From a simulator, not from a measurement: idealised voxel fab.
Name of the process module below: voxel tone inversion
For reference, the cross-section in this document is cut, with width 245 nm and square cells of 5 nm.
Cross-section layout: square cells on a grid; listed as bands, top to bottom; a band spans one or more cell rows.
Top height, bottom height, nm. Materials left to right, width each, nm. Single material + "throughout" = fills band edge to edge. "air" = empty.
Heights are expressed relative to 0, this being the level below which the as-received wafer comprises one material exclusively. The lowest band is unbounded in the downward direction and is denoted as in "0..down".
You'd read "30..40" like this: the band's top row of cells is as wide as the first number, its bottom row is as wide as the second, and going down, every row changes width by the same amount as the row before did.
"remained the same" after a step means that no cell of the cross-section changed.
The entry "Voids lacking openings" lists the empty spaces that cover at least 8 cells and have no open path to the top. Each is written as width x height at distance, where the distance is measured from the left edge and all three values are in nm.
On a step's line, text after the settings is the simulator commenting on that step.
overlay nm: on a step with a mask, how far right of its planned place the mask lay; negative means left.

This section lists the process steps that were planned:
step 1: RECEIVE with material Si
step 2: CONFORMAL_DEP with material SiCN, thk nm 5
step 3: DIRECTIONAL_DEP with material polySi, thk nm 15
step 4: PATTERN with tone cover, mask id POSTS, material resist, width nm 20, pitch nm 45, thk nm 20, overlay nm 0
step 5: DIRECTIONAL_ETCH with etch materials polySi, depth nm 15
step 6: STRIP with etch materials resist
step 7: FILL_DEP with material lowk, thk nm 5
step 8: CMP with height nm 20
step 9: STRIP with etch materials polySi

Incoming wafer in cross-section (state: after step 1):
- 0..down  Si throughout
- Voids lacking openings: none

Figure: cross-sectional view of the wafer upon completion of the module, processed from the initial state and according to the plan depicted above, with one error introduced during execution:
- 20..5  air 45 / polySi 20 / air 25 / polySi 20 / air 25 / polySi 20 / air 25 / polySi 20 / air 45
- 5..0  SiCN throughout
- 0..down  Si throughout
- Voids lacking openings: none
Misprocessing identified: step 9 deviated from plan and actually ran as STRIP with etch materials lowk
